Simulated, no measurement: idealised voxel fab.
The process module presented herein is designated voxel released beams.
The cross-section on display is named cut; it measures 295 nm wide, and its cells are 5 nm squares.
We lay out every cross-section as a grid of square cells and spell it out in bands from the top down, where one band means one or more rows of cells.
First you get the band's top height and its bottom height, in nm, and then the materials it's made of, left to right, with each width in nm. If you see a single material with "throughout", that one covers the band edge to edge. "air" is empty space.
A quick word on heights: they are counted from 0, and under that level the wafer as it came to us is one material throughout. The lowest band is different from the rest in having no bottom; it simply continues downward, written as in "0 nm and below".
When a width is written as two numbers, as in "30->40", the first number is the width in the top row of cells of the band and the second is the width in its bottom row, and the width changes by the same amount from each row to the next.
The designation "remains unaltered", where it is given for a processing step, indicates that no cell of the cross-section was altered in the course of that step.
Each empty space that has no open way to the top and spans at least 8 cells appears under "Closed internal voids" as width x height at distance, the distance counted from the left edge, all in nm.
On each step's line, the part that comes after the settings is the simulator's own comment on the step.
On any step carrying a mask, the "overlay nm" setting, if present on the step's line, tells how far right of its planned place the mask lay; negative values point to the left.
-- The process steps that were planned are listed below
1: RECEIVE,material Si
2: CONFORMAL_DEP,material Al2O3,thk nm 10
3: DIRECTIONAL_DEP,material SiO2,thk nm 20
4: MASKED_ETCH,tone open,mask id ANCHOR,width nm 35,etch materials SiO2,depth nm 20,overlay nm 0
5: CONFORMAL_DEP,material W,thk nm 10
6: DIRECTIONAL_DEP,material aC,thk nm 15
7: PATTERN,tone cover,mask id BEAM,material resist,width nm 115,thk nm 35,overlay nm 0
8: DIRECTIONAL_ETCH,etch materials aC,depth nm 15
9: STRIP,etch materials resist
10: DIRECTIONAL_ETCH,etch materials W,depth nm 10
11: STRIP,etch materials aC
12: STRIP,etch materials SiO2
-- Cross-section of the wafer as it came to us, i.e., already through step 1
0 nm and below: Si throughout
Closed internal voids: none
-- Cross-section, end of module. Start: as above. Plan: as above. Execution: one mistake
40 nm to 30 nm: air: 85, W: 20, air: 15, W: 80, air: 95
30 nm to 20 nm: air: 95, W: 10, air: 15, W: 10, air: 165
20 nm to 10 nm: air: 95, W: 35, air: 165
10 nm to 0 nm: Al2O3 throughout
0 nm and below: Si throughout
Closed internal voids: none
The plan and the run diverged here: step 4, actual vs plan mismatch, actual run MASKED_ETCH,tone open,mask id ANCHOR,width nm 35,etch materials SiO2,depth nm 20,overlay nm 5
